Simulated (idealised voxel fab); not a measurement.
process module | voxel ribs on slabs
Each square cell in cross-section cut measures 5 nm, and the section as a whole is 225 nm wide.
Heads up, the way a cross-section reads in here is a grid of square cells, handed over as bands from the top down, with every band being one or more rows of cells. Heads up on the band format: heights come first, top then bottom, in nm. After that it's the materials left to right, each with its width in nm. A single material flagged "edge to edge" fills the whole band edge to edge, and "air" means there's empty space there. Height is counted from the level 0, under which the received wafer is composed throughout of one material. The lowest of the bands is not closed at the bottom but continues downward, in the notation "0..down". So if you see something like "30..40" for the width, read it as the top row of the band sitting at the first number and the bottom row at the second, with every row in between moving by the same amount as the last. "everything unchanged" (step): cross-section cells unchanged, all of them. You'll see "Internal closed voids" listing empty spaces that have no way open to the top, as long as they're 8 cells or more; the notation is width x height at distance, where the distance is from the left edge, and all of it is in nm. Formally, on a step line, whatever follows the settings is a remark that the simulator itself makes on the step. What "overlay nm" on a step's line means: if the step has a mask, that mask lay this far to the right of its planned place, or, when the value is negative, to the left.

LISTED BELOW ARE THE PROCESS STEPS AS PLANNED
1) op RECEIVE | material Si
2) op DIRECTIONAL_DEP | material SiO2 | thk nm 30
3) op DIRECTIONAL_DEP | material SiN | thk nm 25
4) op PATTERN | tone cover | mask id RIB | material resist | width nm 20 | thk nm 20 | overlay nm 0
5) op DIRECTIONAL_ETCH | etch materials SiN | depth nm 10
6) op STRIP | etch materials resist
7) op MASKED_ETCH | tone cover | mask id SLAB | width nm 80 | etch materials SiN | depth nm 15 | overlay nm 0
8) op FILL_DEP | material SiO2 | thk nm 25
9) op CMP | height nm 70
10) op DIRECTIONAL_DEP | material TiN | thk nm 10
11) op PATTERN | tone cover | mask id HEATER | material resist | width nm 30 | thk nm 15 | overlay nm 0
12) op DIRECTIONAL_ETCH | etch materials TiN | depth nm 10
13) op STRIP | etch materials resist
14) op CONFORMAL_DEP | material SiO2 | thk nm 5

CROSS-SECTION OF THE WAFER AT RECEIPT, WHICH IS THE CONDITION AFTER STEP 1
  0..down = Si edge to edge
  Internal closed voids: none

POST-MODULE CROSS-SECTION: IDENTICAL START AND PLAN TO THOSE ABOVE, ONE MISSTEP IN EXECUTION
  85..80 = air 90 nm, SiO2 40 nm, air 95 nm
  80..75 = air 90 nm, SiO2 5 nm, TiN 30 nm, SiO2 5 nm, air 95 nm
  75..70 = SiO2 95 nm, TiN 30 nm, SiO2 100 nm
  70..0 = SiO2 edge to edge
  0..down = Si edge to edge
  Internal closed voids: none
what went wrong: rather than as planned, step 3 actually ran as op DIRECTIONAL_DEP | material SiO2 | thk nm 25
